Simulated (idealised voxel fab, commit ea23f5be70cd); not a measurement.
Process module in this document: voxel released beams
250 nm wide, 5 nm square cells: that's cross-section cut.
Square cells in a grid make up a cross-section in this document, and the grid is given as bands, listed from the top down, each one or more rows of cells.
The entry gives the band's vertical extent as a top height and a bottom height in nm, then its horizontal make-up as materials from left to right, each with a width in nm. "empty" stands for empty space; a single material marked "full width" fills the band edge to edge.
It should be noted that heights are counted from 0, beneath which the wafer as supplied is of one material throughout, and that the lowest band possesses no lower boundary but continues downward, as written in "0 and below".
A two-number width, for instance "30 to 40", indicates that the width is equal to the first number in the top row of the band and to the second number in the bottom row, and that it changes by a constant amount per row of cells.
"identical to before", as given for a step, is the statement that not any cell of the cross-section underwent a change during that step.
Entry "Sealed-off cavities". Content: empty spaces with no open connection to the top, size 8 cells or greater. Each: width x height at distance. Distance: from left edge. Unit: nm.
Past the settings on a step's line: simulator remark, on that step.
overlay nm: on a step with a mask, how far right of its planned place the mask lay; negative means left.
-- Process steps (planned)
step 1: RECEIVE | material Si
step 2: CONFORMAL_DEP | material SiN | thk nm 10
step 3: DIRECTIONAL_DEP | material SiO2 | thk nm 10
step 4: PATTERN | tone open | mask id ANCHOR | material resist | width nm 25 | thk nm 15 | overlay nm 0
step 5: DIRECTIONAL_ETCH | etch materials SiO2 | depth nm 10
step 6: STRIP | etch materials resist
step 7: CONFORMAL_DEP | material polySi | thk nm 10
step 8: PATTERN | tone cover | mask id BEAM | material resist | width nm 100 | thk nm 20 | overlay nm 0
step 9: DIRECTIONAL_ETCH | etch materials polySi | depth nm 10
step 10: STRIP | etch materials resist
step 11: STRIP | etch materials SiO2
-- Cross-section of the incoming wafer, state after step 1
0 and below: Si full width
Sealed-off cavities: none
-- Cross-sectional result after module completion. Note: starting condition and plan are unchanged from above; one processing mistake was made
30 down to 20: empty (70) | polySi (100) | empty (80)
20 down to 10: SiN full width
10 down to 0: SiO2 full width
0 and below: Si full width
Sealed-off cavities: none
What broke from the plan during processing? steps 2 and 3 swapped
